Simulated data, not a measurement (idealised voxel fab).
Proc. module: voxel released beams
The cross-section on display is named cut; it measures 230 nm wide, and its cells are 5 nm squares.
In this document a cross-section is written as a grid of square cells. It is given as a series of bands, listed from the top down, and a band is one or more rows of cells.
For a band, the entry starts with two heights in nm, that of the top and then that of the bottom, and carries on with the band's materials in order from left to right, each alongside its width in nm; the word "throughout" beside a single material means it fills the band edge to edge, and "blank" means empty space.
Heights are measured from 0, the level below which the as-received wafer is all one material; the lowest band has no bottom and continues downward, written as in "0 -> down".
Top row gets the first number, bottom row gets the second, and each row in between changes by the same step: that is how a band width like "30 to 40" works.
Step note "all unchanged" = no cross-section cell changed.
For the entry "Voids, fully enclosed", the listed items are empty spaces with no open way to the top whose size is 8 cells or more; each item follows the pattern width x height at distance, where distance is from the left edge and all three are in nm.
Text after the settings on a step's line: the simulator's own remark on that step.
overlay nm: mask right of planned place by this much (step with mask). Neg. = left.

## Listed below are the process steps as planned
| 1 | RECEIVE with material Si |
| 2 | CONFORMAL_DEP with material Al2O3, thk nm 10 |
| 3 | DIRECTIONAL_DEP with material SiO2, thk nm 15 |
| 4 | PATTERN with tone open, mask id ANCHOR, material resist, width nm 35, thk nm 15, overlay nm 0 |
| 5 | DIRECTIONAL_ETCH with etch materials SiO2, depth nm 15 |
| 6 | STRIP with etch materials resist |
| 7 | CONFORMAL_DEP with material polySi, thk nm 10 |
| 8 | DIRECTIONAL_DEP with material aC, thk nm 10 |
| 9 | PATTERN with tone cover, mask id BEAM, material resist, width nm 95, thk nm 25, overlay nm 0 |
| 10 | DIRECTIONAL_ETCH with etch materials aC, depth nm 10 |
| 11 | STRIP with etch materials resist |
| 12 | DIRECTIONAL_ETCH with etch materials polySi, depth nm 10 |
| 13 | STRIP with etch materials aC |
| 14 | STRIP with etch materials SiO2 |

## The first of the two wafers, which ran as planned

## Cross-section, incoming material, after step 1
> 0 -> down  Si throughout
> Voids, fully enclosed: none

## Step 2 done - wafer cross-section
> 10 -> 0  Al2O3 throughout
> Note: structure below 0 unchanged.

## Step 3 done - wafer cross-section
> 25 -> 10  SiO2 throughout
> Note: structure below 10 unchanged.

## Step 4 done - wafer cross-section
> 40 -> 25  resist=70; blank=35; resist=125
> Note: structure below 25 unchanged.

## Step 5 done - wafer cross-section
> 40 -> 25  resist=70; blank=35; resist=125
> 25 -> 10  SiO2=70; blank=35; SiO2=125
> Note: structure below 10 unchanged.

## Step 6 done - wafer cross-section
> 25 -> 10  SiO2=70; blank=35; SiO2=125
> Note: structure below 10 unchanged.

## Step 7 done - wafer cross-section
> 35 -> 25  polySi=80; blank=15; polySi=135
> 25 -> 20  SiO2=70; polySi=10; blank=15; polySi=10; SiO2=125
> 20 -> 10  SiO2=70; polySi=35; SiO2=125
> Note: structure below 10 unchanged.

## Step 8 done - wafer cross-section
> 45 -> 35  aC=80; blank=15; aC=135
> 35 -> 30  polySi=80; blank=15; polySi=135
> 30 -> 25  polySi=80; aC=15; polySi=135
> 25 -> 20  SiO2=70; polySi=10; aC=15; polySi=10; SiO2=125
> Note: structure below 20 unchanged.

## Step 9 done - wafer cross-section
> 70 -> 45  blank=65; resist=95; blank=70
> 45 -> 35  aC=80; resist=15; aC=135
> 35 -> 30  polySi=80; resist=15; polySi=135
> Note: structure below 30 unchanged.

## Step 10 done - wafer cross-section
> 60 -> 45  blank=65; resist=95; blank=70
> 45 -> 35  blank=65; aC=15; resist=15; aC=65; blank=70
> Note: structure below 35 unchanged.

## Step 11 done - wafer cross-section
> 45 -> 35  blank=65; aC=15; blank=15; aC=65; blank=70
> 35 -> 30  polySi=80; blank=15; polySi=135
> Note: structure below 30 unchanged.

## Step 12 done - wafer cross-section
> 45 -> 35  blank=65; aC=15; blank=15; aC=65; blank=70
> 35 -> 30  blank=65; polySi=15; blank=15; polySi=65; blank=70
> 30 -> 25  blank=65; polySi=15; aC=15; polySi=65; blank=70
> Note: structure below 25 unchanged.

## Step 13 done - wafer cross-section
> 35 -> 25  blank=65; polySi=15; blank=15; polySi=65; blank=70
> 25 -> 20  SiO2=70; polySi=10; blank=15; polySi=10; SiO2=125
> Note: structure below 20 unchanged.

## Step 14 done - wafer cross-section
> 35 -> 25  blank=65; polySi=15; blank=15; polySi=65; blank=70
> 25 -> 20  blank=70; polySi=10; blank=15; polySi=10; blank=125
> 20 -> 10  blank=70; polySi=35; blank=125
> Note: structure below 10 unchanged.

## Companion wafer, the second of two: same beginning, same intended sequence, one mistake in carrying it out; through step 11 inclusive it tracks the first exactly

## The second wafer cut through, at the time step 12 was supposed to be finished
> 45 -> 35  blank=65; aC=15; blank=15; aC=65; blank=70
> 35 -> 30  blank=65; polySi=15; blank=15; polySi=65; blank=70
> 30 -> 25  blank=65; polySi=15; aC=15; polySi=65; blank=70
> Note: structure below 25 unchanged.

## The second wafer cut through, at the time step 13 was supposed to be finished
> 35 -> 25  blank=65; polySi=15; blank=15; polySi=65; blank=70
> 25 -> 20  SiO2=70; polySi=10; blank=15; polySi=10; SiO2=125
> Note: structure below 20 unchanged.

## The second wafer cut through, at the time step 14 was supposed to be finished
> 35 -> 25  blank=65; polySi=15; blank=15; polySi=65; blank=70
> 25 -> 20  blank=70; polySi=10; blank=15; polySi=10; blank=125
> 20 -> 10  blank=70; polySi=35; blank=125
> Note: structure below 10 unchanged.
Want to know what went wrong? execution of plan step 12 occurred twice
The two wafers finish with the same cross-section, and therefore the mistake leaves the computed outcome of this model unchanged.
